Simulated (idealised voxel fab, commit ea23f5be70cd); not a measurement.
process module | voxel capacitor over wiring
cross-section cut | 155 nm wide | cells 5 nm
A cross-section is a grid of square cells, given in bands from the top down. A band is one or more rows of cells.
Each band's line starts with the height of the band's top and of its bottom, in nm. Then come its materials from left to right, each with its width in nm. One material with "throughout" fills the band from edge to edge. "air" is empty space.
Height 0 is the level under which the wafer as received is all one material. The lowest band goes on downwards, as in "0 down".
A width such as "30 to 40" changes by the same amount from each row of cells to the next, from the band's top row to its bottom row.
"no change" after a step means that no cell of the cross-section changed.
closed voids: empty space of 8 cells or more with no open way to the top, each as width x height at its distance from the left edge, in nm
after a step's settings: what the simulator itself notes on the step
overlay nm, on a step with a mask: how far to the right of its planned place the mask lay; to the left if negative
plan
1 op RECEIVE | material Si
2 op CONFORMAL_DEP | material SiO2 | thk nm 10
3 op CONFORMAL_DEP | material SiCN | thk nm 5
4 op DIRECTIONAL_DEP | material SiO2 | thk nm 20
5 op DIRECTIONAL_DEP | material aC | thk nm 15
6 op PATTERN | tone open | mask id METAL_1 | material resist | width nm 30 | pitch nm 90 | thk nm 35 | overlay nm 0
7 op DIRECTIONAL_ETCH | etch materials aC | depth nm 15
8 op STRIP | etch materials resist
9 op DIRECTIONAL_ETCH | etch materials SiO2 | depth nm 20
10 op DIRECTIONAL_ETCH | etch materials SiCN | depth nm 5
11 op STRIP | etch materials aC
12 op CONFORMAL_DEP | material TiN | thk nm 5
13 op FILL_DEP | material Ru | thk nm 10
14 op CMP | height nm 35
15 op CONFORMAL_DEP | material SiCN | thk nm 5
16 op DIRECTIONAL_DEP | material SiO2 | thk nm 20
17 op PATTERN | tone open | mask id PLUG_1 | material resist | width nm 15 | thk nm 20 | overlay nm 0
18 op DIRECTIONAL_ETCH | etch materials SiO2 | depth nm 20
19 op DIRECTIONAL_ETCH | etch materials SiCN | depth nm 5
20 op STRIP | etch materials resist
21 op EPI | material Ru | thk nm 10
22 op EPI | material Ru | thk nm 10
23 op EPI | material Ru | thk nm 5
24 op DIRECTIONAL_DEP | material TiN | thk nm 10
25 op DIRECTIONAL_DEP | material Al2O3 | thk nm 5
26 op DIRECTIONAL_DEP | material TiN | thk nm 10
27 op DIRECTIONAL_DEP | material aC | thk nm 15
28 op PATTERN | tone cover | mask id UPPER_PLATE | material resist | width nm 65 | thk nm 30 | overlay nm 0
29 op DIRECTIONAL_ETCH | etch materials aC | depth nm 15
30 op STRIP | etch materials resist
31 op DIRECTIONAL_ETCH | etch materials TiN | depth nm 10
32 op DIRECTIONAL_ETCH | etch materials Al2O3 | depth nm 5
33 op STRIP | etch materials aC
34 op DIRECTIONAL_DEP | material aC | thk nm 10
35 op PATTERN | tone cover | mask id LOWER_PLATE | material resist | width nm 75 | thk nm 30 | overlay nm -10
36 op DIRECTIONAL_ETCH | etch materials aC | depth nm 10
37 op STRIP | etch materials resist
38 op DIRECTIONAL_ETCH | etch materials TiN | depth nm 10
39 op STRIP | etch materials aC
40 op FILL_DEP | material SiO2 | thk nm 15
41 op CMP | height nm 95
42 op DIRECTIONAL_DEP | material aC | thk nm 15
43 op PATTERN | tone open | mask id PLUG_2 | material resist | width nm 15 | thk nm 35 | overlay nm 0
44 op DIRECTIONAL_ETCH | etch materials aC | depth nm 15
45 op STRIP | etch materials resist
46 op DIRECTIONAL_ETCH | etch materials SiO2 | depth nm 10
47 op STRIP | etch materials aC
48 op CONFORMAL_DEP | material TiN | thk nm 5
49 op FILL_DEP | material Ru | thk nm 10
50 op CMP | height nm 95
51 op CONFORMAL_DEP | material SiN | thk nm 5
varied across the wafers: overlay nm of step 35. The plan shows the first wafer's value. All wafers start alike
first wafer as received, after step 1
  0 down: Si throughout
  closed voids: none
each wafer at the end: cells of each material gained (+) or lost (-) since it was received, then its closed voids
overlay nm -10 | +13 Al2O3 | +48 Ru | +47 SiCN | +31 SiN | +392 SiO2 | +89 TiN | closed voids: none
overlay nm -5 | +13 Al2O3 | +48 Ru | +47 SiCN | +31 SiN | +392 SiO2 | +89 TiN | closed voids: none
overlay nm 0 | +13 Al2O3 | +48 Ru | +47 SiCN | +31 SiN | +392 SiO2 | +89 TiN | closed voids: none
overlay nm 5 | +13 Al2O3 | +48 Ru | +47 SiCN | +31 SiN | +392 SiO2 | +89 TiN | closed voids: none
overlay nm 10 | +13 Al2O3 | +48 Ru | +47 SiCN | +31 SiN | +392 SiO2 | +89 TiN | closed voids: none
overlay nm 15 | +13 Al2O3 | +48 Ru | +47 SiCN | +31 SiN | +392 SiO2 | +89 TiN | closed voids: none
